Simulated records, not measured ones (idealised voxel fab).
The following process module bears the name voxel trench capacitor.
For reference, the cross-section in this document is cut, with width 300 nm and square cells of 5 nm.
If you're reading a cross-section in this doc, picture square cells in a grid; it comes to you as bands, top ones listed first down to the bottom, and a band can be one or more rows of cells. Within each band entry, the heights of the top and of the bottom of the band appear first, in that order and in nm; the materials of the band then follow from left to right, each with its corresponding width in nm. The designation "full width" on a single material indicates that it fills the band from edge to edge; the designation "blank" indicates empty space. Heads up on the height convention: 0 is the point under which the incoming wafer is all one material, and the lowest band has no bottom, it just keeps going down, like "top 0, no bottom". Per-row width for "30..40": begins at first number (top row of band), ends at second number (bottom row), increment between rows held constant. Step note "nothing was modified" = no cross-section cell changed. The label "Trapped voids" introduces a list of the empty spaces, 8 cells or larger, that have no open way up to the top; each entry in it reads width x height at distance, where the distance is taken from the left edge and all three are stated in nm. The remark found on a step's line after its settings is issued by the simulator itself and pertains to that step. You can add "overlay nm" to a step's line. For a step with a mask, it describes how far the mask lay to the right of its planned position, and a negative number describes a lay to the left.

Below is the list of planned process steps
1: RECEIVE [material Si]
2: CONFORMAL_DEP [material SiN] [thk nm 5]
3: DIRECTIONAL_DEP [material aC] [thk nm 10]
4: PATTERN [tone open] [mask id TRENCH] [material resist] [width nm 20] [pitch nm 35] [thk nm 30] [overlay nm 0]
5: DIRECTIONAL_ETCH [etch materials aC] [depth nm 10]
6: STRIP [etch materials resist]
7: DIRECTIONAL_ETCH [etch materials SiN] [depth nm 5]
8: DIRECTIONAL_ETCH [etch materials Si] [depth nm 35]
9: STRIP [etch materials aC]
10: CONFORMAL_DEP [material SiO2] [thk nm 5]
11: FILL_DEP [material polySi] [thk nm 10]
12: CMP [height nm 5]

The first of the two wafers, which ran as planned

As-received wafer cross-section (after step 1)
	top 0, no bottom = Si full width
	Trapped voids: none

Wafer section view after processing step 2
	top 5, bottom 0 = SiN full width
	Below a height of 0, the structure has not been altered.

Wafer section view after processing step 3
	top 15, bottom 5 = aC full width
	Below a height of 5, the structure has not been altered.

Wafer section view after processing step 4
	top 45, bottom 15 = 105 of resist; 20 of blank; 15 of resist; 20 of blank; 15 of resist; 20 of blank; 105 of resist
	Below a height of 15, the structure has not been altered.

Wafer section view after processing step 5
	top 35, bottom 15 = 105 of resist; 20 of blank; 15 of resist; 20 of blank; 15 of resist; 20 of blank; 105 of resist
	top 15, bottom 5 = 105 of aC; 20 of blank; 15 of aC; 20 of blank; 15 of aC; 20 of blank; 105 of aC
	Below a height of 5, the structure has not been altered.

Wafer section view after processing step 6
	top 15, bottom 5 = 105 of aC; 20 of blank; 15 of aC; 20 of blank; 15 of aC; 20 of blank; 105 of aC
	Below a height of 5, the structure has not been altered.

Wafer section view after processing step 7
	top 15, bottom 5 = 105 of aC; 20 of blank; 15 of aC; 20 of blank; 15 of aC; 20 of blank; 105 of aC
	top 5, bottom 0 = 105 of SiN; 20 of blank; 15 of SiN; 20 of blank; 15 of SiN; 20 of blank; 105 of SiN
	Below a height of 0, the structure has not been altered.

Wafer section view after processing step 8
	top 15, bottom 5 = 105 of aC; 20 of blank; 15 of aC; 20 of blank; 15 of aC; 20 of blank; 105 of aC
	top 5, bottom 0 = 105 of SiN; 20 of blank; 15 of SiN; 20 of blank; 15 of SiN; 20 of blank; 105 of SiN
	top 0, bottom -35 = 105 of Si; 20 of blank; 15 of Si; 20 of blank; 15 of Si; 20 of blank; 105 of Si
	Below a height of -35, the structure has not been altered.

Wafer section view after processing step 9
	top 5, bottom 0 = 105 of SiN; 20 of blank; 15 of SiN; 20 of blank; 15 of SiN; 20 of blank; 105 of SiN
	Below a height of 0, the structure has not been altered.

Wafer section view after processing step 10
	top 10, bottom 5 = 110 of SiO2; 10 of blank; 25 of SiO2; 10 of blank; 25 of SiO2; 10 of blank; 110 of SiO2
	top 5, bottom 0 = 105 of SiN; 5 of SiO2; 10 of blank; 5 of SiO2; 15 of SiN; 5 of SiO2; 10 of blank; 5 of SiO2; 15 of SiN; 5 of SiO2; 10 of blank; 5 of SiO2; 105 of SiN
	top 0, bottom -30 = 105 of Si; 5 of SiO2; 10 of blank; 5 of SiO2; 15 of Si; 5 of SiO2; 10 of blank; 5 of SiO2; 15 of Si; 5 of SiO2; 10 of blank; 5 of SiO2; 105 of Si
	top -30, bottom -35 = 105 of Si; 20 of SiO2; 15 of Si; 20 of SiO2; 15 of Si; 20 of SiO2; 105 of Si
	Below a height of -35, the structure has not been altered.

Wafer section view after processing step 11
	top 20, bottom 10 = polySi full width
	top 10, bottom 5 = 110 of SiO2; 10 of polySi; 25 of SiO2; 10 of polySi; 25 of SiO2; 10 of polySi; 110 of SiO2
	top 5, bottom 0 = 105 of SiN; 5 of SiO2; 10 of polySi; 5 of SiO2; 15 of SiN; 5 of SiO2; 10 of polySi; 5 of SiO2; 15 of SiN; 5 of SiO2; 10 of polySi; 5 of SiO2; 105 of SiN
	top 0, bottom -30 = 105 of Si; 5 of SiO2; 10 of polySi; 5 of SiO2; 15 of Si; 5 of SiO2; 10 of polySi; 5 of SiO2; 15 of Si; 5 of SiO2; 10 of polySi; 5 of SiO2; 105 of Si
	Below a height of -30, the structure has not been altered.

Wafer section view after processing step 12
	top 5, bottom 0 = 105 of SiN; 5 of SiO2; 10 of polySi; 5 of SiO2; 15 of SiN; 5 of SiO2; 10 of polySi; 5 of SiO2; 15 of SiN; 5 of SiO2; 10 of polySi; 5 of SiO2; 105 of SiN
	Below a height of 0, the structure has not been altered.

Wafer two of the pair: same origin, same plan, one error during the run; identical to wafer one up to and including step 11

Cross-section, second wafer, at the end time the plan gives for step 12
	top 10, bottom 5 = 110 of SiO2; 10 of polySi; 25 of SiO2; 10 of polySi; 25 of SiO2; 10 of polySi; 110 of SiO2
	Below a height of 5, the structure has not been altered.
Nonconformance to the process plan: not per plan at step 12, really ran CMP [height nm 10]
Upon completion, the second wafer contains, in terms of cells, a greater or smaller amount of certain materials than the first wafer: SiO2: 54 more; polySi: 6 more
